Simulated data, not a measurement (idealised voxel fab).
This section sets out a process module, namely voxel wiring stack.
It is cross-section cut that appears here, measuring 230 nm in width, its square cells being 5 nm in size.
Square cells in a grid make up a cross-section in this document, and the grid is given as bands, listed from the top down, each one or more rows of cells.
Look at the band entry: it leads with the top's height and the bottom's height in nm. Then it lists the materials left to right, with a width in nm for each. The word "edge to edge" on a single material says that material fills the band edge to edge. The word "blank" is empty space.
A quick word on heights: they are counted from 0, and under that level the wafer as it came to us is one material throughout. The lowest band is different from the rest in having no bottom; it simply continues downward, written as in "top 0, no bottom".
A width such as "30->40" changes by the same amount from each row of cells to the next, from the band's top row to its bottom row.
A step reported as "stayed the same" is a step in which no cell of the cross-section changed.
The label "Enclosed void listing" introduces a list of the empty spaces, 8 cells or larger, that have no open way up to the top; each entry in it reads width x height at distance, where the distance is taken from the left edge and all three are stated in nm.
That trailing text on a step's line, after the settings, is the simulator's own remark on the step.
On any step carrying a mask, the "overlay nm" setting, if present on the step's line, tells how far right of its planned place the mask lay; negative values point to the left.
**Process steps foreseen in the plan**
- 1: RECEIVE (material Si)
- 2: CONFORMAL_DEP (material SiO2; thk nm 10)
- 3: CONFORMAL_DEP (material SiCN; thk nm 5)
- 4: DIRECTIONAL_DEP (material lowk; thk nm 25)
- 5: DIRECTIONAL_DEP (material aC; thk nm 5)
- 6: PATTERN (tone open; mask id METAL_1; material resist; width nm 30; pitch nm 45; thk nm 25; overlay nm 0)
- 7: DIRECTIONAL_ETCH (etch materials aC; depth nm 10)
- 8: STRIP (etch materials resist)
- 9: DIRECTIONAL_ETCH (etch materials lowk; depth nm 25)
- 10: DIRECTIONAL_ETCH (etch materials SiCN; depth nm 5)
- 11: STRIP (etch materials aC)
- 12: CONFORMAL_DEP (material TiN; thk nm 5)
- 13: FILL_DEP (material Cu; thk nm 5)
- 14: CMP (height nm 40)
- 15: CONFORMAL_DEP (material SiCN; thk nm 5)
- 16: DIRECTIONAL_DEP (material SiO2; thk nm 30)
- 17: MASKED_ETCH (tone open; mask id METAL_2; width nm 30; pitch nm 45; etch materials SiO2; depth nm 20; overlay nm 0)
- 18: DIRECTIONAL_DEP (material aC; thk nm 15)
- 19: PATTERN (tone open; mask id METAL_2_HOLES; material resist; width nm 15; pitch nm 45; thk nm 30; overlay nm 0)
- 20: DIRECTIONAL_ETCH (etch materials aC; depth nm 15)
- 21: STRIP (etch materials resist)
- 22: DIRECTIONAL_ETCH (etch materials SiO2; depth nm 10)
- 23: DIRECTIONAL_ETCH (etch materials SiCN; depth nm 5)
- 24: STRIP (etch materials aC)
- 25: CONFORMAL_DEP (material TiN; thk nm 5)
- 26: FILL_DEP (material Cu; thk nm 10)
- 27: CMP (height nm 75)
- 28: CONFORMAL_DEP (material SiCN; thk nm 5)
- 29: DIRECTIONAL_DEP (material lowk; thk nm 30)
- 30: MASKED_ETCH (tone open; mask id METAL_3; width nm 30; pitch nm 45; etch materials lowk; depth nm 20; overlay nm 0)
- 31: DIRECTIONAL_DEP (material aC; thk nm 15)
- 32: PATTERN (tone open; mask id METAL_3_HOLES; material resist; width nm 15; pitch nm 45; thk nm 30; overlay nm 0)
- 33: DIRECTIONAL_ETCH (etch materials aC; depth nm 15)
- 34: STRIP (etch materials resist)
- 35: DIRECTIONAL_ETCH (etch materials lowk; depth nm 10)
- 36: DIRECTIONAL_ETCH (etch materials SiCN; depth nm 5)
- 37: STRIP (etch materials aC)
- 38: CONFORMAL_DEP (material TiN; thk nm 5)
- 39: FILL_DEP (material Ru; thk nm 5)
- 40: CMP (height nm 110)
- 41: CONFORMAL_DEP (material SiCN; thk nm 5)
The wafers in this document start out alike and differ in the thk nm applied at step 5; the plan shows the value used for the first wafer.
**Sectional view: first of several wafers, as received, after step 1**
    top 0, no bottom = Si edge to edge
    Enclosed void listing: none
**First of several wafers, sectioned at end of module (last step: step 41)**
    top 115, bottom 110 = SiCN edge to edge
    top 110, bottom 95 = lowk 30 nm; TiN 5 nm; Ru 20 nm; TiN 5 nm; lowk 15 nm; TiN 5 nm; Ru 20 nm; TiN 5 nm; lowk 15 nm; TiN 5 nm; Ru 20 nm; TiN 5 nm; lowk 15 nm; TiN 5 nm; Ru 20 nm; TiN 5 nm; lowk 35 nm
    top 95, bottom 90 = lowk 30 nm; TiN 5 nm; Ru 5 nm; TiN 20 nm; lowk 15 nm; TiN 5 nm; Ru 5 nm; TiN 20 nm; lowk 15 nm; TiN 5 nm; Ru 5 nm; TiN 20 nm; lowk 15 nm; TiN 5 nm; Ru 5 nm; TiN 20 nm; lowk 35 nm
    top 90, bottom 80 = lowk 30 nm; TiN 5 nm; Ru 5 nm; TiN 5 nm; lowk 30 nm; TiN 5 nm; Ru 5 nm; TiN 5 nm; lowk 30 nm; TiN 5 nm; Ru 5 nm; TiN 5 nm; lowk 30 nm; TiN 5 nm; Ru 5 nm; TiN 5 nm; lowk 50 nm
    top 80, bottom 75 = SiCN 30 nm; TiN 15 nm; SiCN 30 nm; TiN 15 nm; SiCN 30 nm; TiN 15 nm; SiCN 30 nm; TiN 15 nm; SiCN 50 nm
    top 75, bottom 60 = SiO2 30 nm; TiN 5 nm; Cu 20 nm; TiN 5 nm; SiO2 15 nm; TiN 5 nm; Cu 20 nm; TiN 5 nm; SiO2 15 nm; TiN 5 nm; Cu 20 nm; TiN 5 nm; SiO2 15 nm; TiN 5 nm; Cu 20 nm; TiN 5 nm; SiO2 35 nm
    top 60, bottom 55 = SiO2 30 nm; TiN 5 nm; Cu 5 nm; TiN 20 nm; SiO2 15 nm; TiN 5 nm; Cu 5 nm; TiN 20 nm; SiO2 15 nm; TiN 5 nm; Cu 5 nm; TiN 20 nm; SiO2 15 nm; TiN 5 nm; Cu 5 nm; TiN 20 nm; SiO2 35 nm
    top 55, bottom 45 = SiO2 30 nm; TiN 5 nm; Cu 5 nm; TiN 5 nm; SiO2 30 nm; TiN 5 nm; Cu 5 nm; TiN 5 nm; SiO2 30 nm; TiN 5 nm; Cu 5 nm; TiN 5 nm; SiO2 30 nm; TiN 5 nm; Cu 5 nm; TiN 5 nm; SiO2 50 nm
    top 45, bottom 40 = SiCN 30 nm; TiN 15 nm; SiCN 30 nm; TiN 15 nm; SiCN 30 nm; TiN 15 nm; SiCN 30 nm; TiN 15 nm; SiCN 50 nm
    top 40, bottom 15 = lowk 30 nm; TiN 5 nm; Cu 20 nm; TiN 5 nm; lowk 15 nm; TiN 5 nm; Cu 20 nm; TiN 5 nm; lowk 15 nm; TiN 5 nm; Cu 20 nm; TiN 5 nm; lowk 15 nm; TiN 5 nm; Cu 20 nm; TiN 5 nm; lowk 35 nm
    top 15, bottom 10 = SiCN 30 nm; TiN 30 nm; SiCN 15 nm; TiN 30 nm; SiCN 15 nm; TiN 30 nm; SiCN 15 nm; TiN 30 nm; SiCN 35 nm
    top 10, bottom 0 = SiO2 edge to edge
    top 0, no bottom = Si edge to edge
    Enclosed void listing: none
**Cross-section at module completion, last wafer**
    top 115, bottom 110 = SiCN edge to edge
    top 110, bottom 95 = lowk 30 nm; TiN 5 nm; Ru 20 nm; TiN 5 nm; lowk 15 nm; TiN 5 nm; Ru 20 nm; TiN 5 nm; lowk 15 nm; TiN 5 nm; Ru 20 nm; TiN 5 nm; lowk 15 nm; TiN 5 nm; Ru 20 nm; TiN 5 nm; lowk 35 nm
    top 95, bottom 90 = lowk 30 nm; TiN 5 nm; Ru 5 nm; TiN 20 nm; lowk 15 nm; TiN 5 nm; Ru 5 nm; TiN 20 nm; lowk 15 nm; TiN 5 nm; Ru 5 nm; TiN 20 nm; lowk 15 nm; TiN 5 nm; Ru 5 nm; TiN 20 nm; lowk 35 nm
    top 90, bottom 80 = lowk 30 nm; TiN 5 nm; Ru 5 nm; TiN 5 nm; lowk 30 nm; TiN 5 nm; Ru 5 nm; TiN 5 nm; lowk 30 nm; TiN 5 nm; Ru 5 nm; TiN 5 nm; lowk 30 nm; TiN 5 nm; Ru 5 nm; TiN 5 nm; lowk 50 nm
    top 80, bottom 75 = SiCN 30 nm; TiN 15 nm; SiCN 30 nm; TiN 15 nm; SiCN 30 nm; TiN 15 nm; SiCN 30 nm; TiN 15 nm; SiCN 50 nm
    top 75, bottom 60 = SiO2 30 nm; TiN 5 nm; Cu 20 nm; TiN 5 nm; SiO2 15 nm; TiN 5 nm; Cu 20 nm; TiN 5 nm; SiO2 15 nm; TiN 5 nm; Cu 20 nm; TiN 5 nm; SiO2 15 nm; TiN 5 nm; Cu 20 nm; TiN 5 nm; SiO2 35 nm
    top 60, bottom 55 = SiO2 30 nm; TiN 5 nm; Cu 5 nm; TiN 20 nm; SiO2 15 nm; TiN 5 nm; Cu 5 nm; TiN 20 nm; SiO2 15 nm; TiN 5 nm; Cu 5 nm; TiN 20 nm; SiO2 15 nm; TiN 5 nm; Cu 5 nm; TiN 20 nm; SiO2 35 nm
    top 55, bottom 45 = SiO2 30 nm; TiN 5 nm; Cu 5 nm; TiN 5 nm; SiO2 30 nm; TiN 5 nm; Cu 5 nm; TiN 5 nm; SiO2 30 nm; TiN 5 nm; Cu 5 nm; TiN 5 nm; SiO2 30 nm; TiN 5 nm; Cu 5 nm; TiN 5 nm; SiO2 50 nm
    top 45, bottom 40 = SiCN 30 nm; TiN 15 nm; SiCN 30 nm; TiN 15 nm; SiCN 30 nm; TiN 15 nm; SiCN 30 nm; TiN 15 nm; SiCN 50 nm
    top 40, bottom 15 = lowk edge to edge
    top 15, bottom 10 = SiCN edge to edge
    top 10, bottom 0 = SiO2 edge to edge
    top 0, no bottom = Si edge to edge
    Enclosed void listing: none
**Rows = wafers. At module end, each row lists per material the cells gained (+) or lost (-) since the wafer was received, then the closed voids**
thk nm 5, +140 Cu, +60 Ru, +136 SiCN, +248 SiO2, +208 TiN, +266 lowk, Enclosed void listing: none
thk nm 10, +140 Cu, +60 Ru, +136 SiCN, +248 SiO2, +208 TiN, +266 lowk, Enclosed void listing: none
thk nm 15, +60 Cu, +60 Ru, +160 SiCN, +248 SiO2, +144 TiN, +386 lowk, Enclosed void listing: none
thk nm 20, +60 Cu, +60 Ru, +160 SiCN, +248 SiO2, +144 TiN, +386 lowk, Enclosed void listing: none
thk nm 25, +60 Cu, +60 Ru, +160 SiCN, +248 SiO2, +144 TiN, +386 lowk, Enclosed void listing: none
